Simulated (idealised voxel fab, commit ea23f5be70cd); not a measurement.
Process module in this document: voxel ribs on slabs
cross-section cut | 280 nm wide | cells 5 nm
Think of the cross-section as a grid of square cells. We describe it in bands, top to bottom, and each band covers one or more rows of those cells.
First you get the band's top height and its bottom height, in nm, and then the materials it's made of, left to right, with each width in nm. If you see a single material with "throughout", that one covers the band edge to edge. "empty" is empty space.
Counting heights begins at 0, where everything beneath is, in the wafer as received, one material. The lowest band has no bottom; it goes on downwards, as "0 -> down" shows.
Width "30..40": first value at the band's top row of cells, second value at its bottom row, equal change from row to row.
Step note "left unchanged" = no cross-section cell changed.
Closed-off voids of 8+ cells (no open route to the top) go in "Sealed void listing", written width x height at distance from the left edge, in nm.
On a step's line, text after the settings is the simulator commenting on that step.
overlay nm: right-of-plan distance of the mask on a masked step; negative values mean left-of-plan.
STEPS PLANNED FOR THE PROCESS
1. RECEIVE [material Si]
2. DIRECTIONAL_DEP [material SiO2] [thk nm 25]
3. DIRECTIONAL_DEP [material polySi] [thk nm 15]
4. DIRECTIONAL_DEP [material aC] [thk nm 10]
5. PATTERN [tone cover] [mask id RIB] [material resist] [width nm 15] [thk nm 30] [overlay nm 0]
6. DIRECTIONAL_ETCH [etch materials aC] [depth nm 10]
7. STRIP [etch materials resist]
8. DIRECTIONAL_ETCH [etch materials polySi] [depth nm 10]
9. STRIP [etch materials aC]
10. DIRECTIONAL_DEP [material aC] [thk nm 15]
11. PATTERN [tone cover] [mask id SLAB] [material resist] [width nm 55] [thk nm 35] [overlay nm 0]
12. DIRECTIONAL_ETCH [etch materials aC] [depth nm 15]
13. STRIP [etch materials resist]
14. DIRECTIONAL_ETCH [etch materials polySi] [depth nm 5]
15. STRIP [etch materials aC]
16. FILL_DEP [material SiO2] [thk nm 20]
17. CMP [height nm 50]
18. DIRECTIONAL_DEP [material TiN] [thk nm 5]
19. DIRECTIONAL_DEP [material aC] [thk nm 15]
20. PATTERN [tone cover] [mask id HEATER] [material resist] [width nm 25] [thk nm 35] [overlay nm 0]
21. DIRECTIONAL_ETCH [etch materials aC] [depth nm 15]
22. STRIP [etch materials resist]
23. DIRECTIONAL_ETCH [etch materials TiN] [depth nm 5]
24. STRIP [etch materials aC]
25. CONFORMAL_DEP [material SiO2] [thk nm 10]
HERE'S WHAT THE WAFER LOOKED LIKE IN CROSS-SECTION WHEN IT ARRIVED - THAT'S AFTER STEP 1
	0 -> down: Si throughout
	Sealed void listing: none
LOOKING AT THE FIRST OF TWO WAFERS IN CROSS-SECTION AT END OF MODULE - RAN TO PLAN
	65 -> 60: empty 115 / SiO2 45 / empty 120
	60 -> 55: SiO2 throughout
	55 -> 50: SiO2 125 / TiN 25 / SiO2 130
	50 -> 40: SiO2 throughout
	40 -> 30: SiO2 130 / polySi 15 / SiO2 135
	30 -> 25: SiO2 110 / polySi 55 / SiO2 115
	25 -> 0: SiO2 throughout
	0 -> down: Si throughout
	Sealed void listing: none
CROSS-SECTION AT END OF MODULE FOR THE SECOND WAFER OF TWO, WHICH MATCHED THE FIRST IN STARTING POINT AND PLAN AND DIFFERED BY ONE MISTAKE IN ITS PROCESSING
	65 -> 60: empty 115 / SiO2 45 / empty 120
	60 -> 55: SiO2 throughout
	55 -> 50: SiO2 125 / TiN 25 / SiO2 130
	50 -> 40: SiO2 130..110 / polySi 15..55 / SiO2 135..115
	40 -> 25: polySi throughout
	25 -> 0: SiO2 throughout
	0 -> down: Si throughout
	Sealed void listing: none
Where did the run depart from the plan? plan step 3 ran twice
FYI, end of process, the second wafer has more or fewer cells of some materials than the first: SiO2: 165 fewer, polySi: 165 more
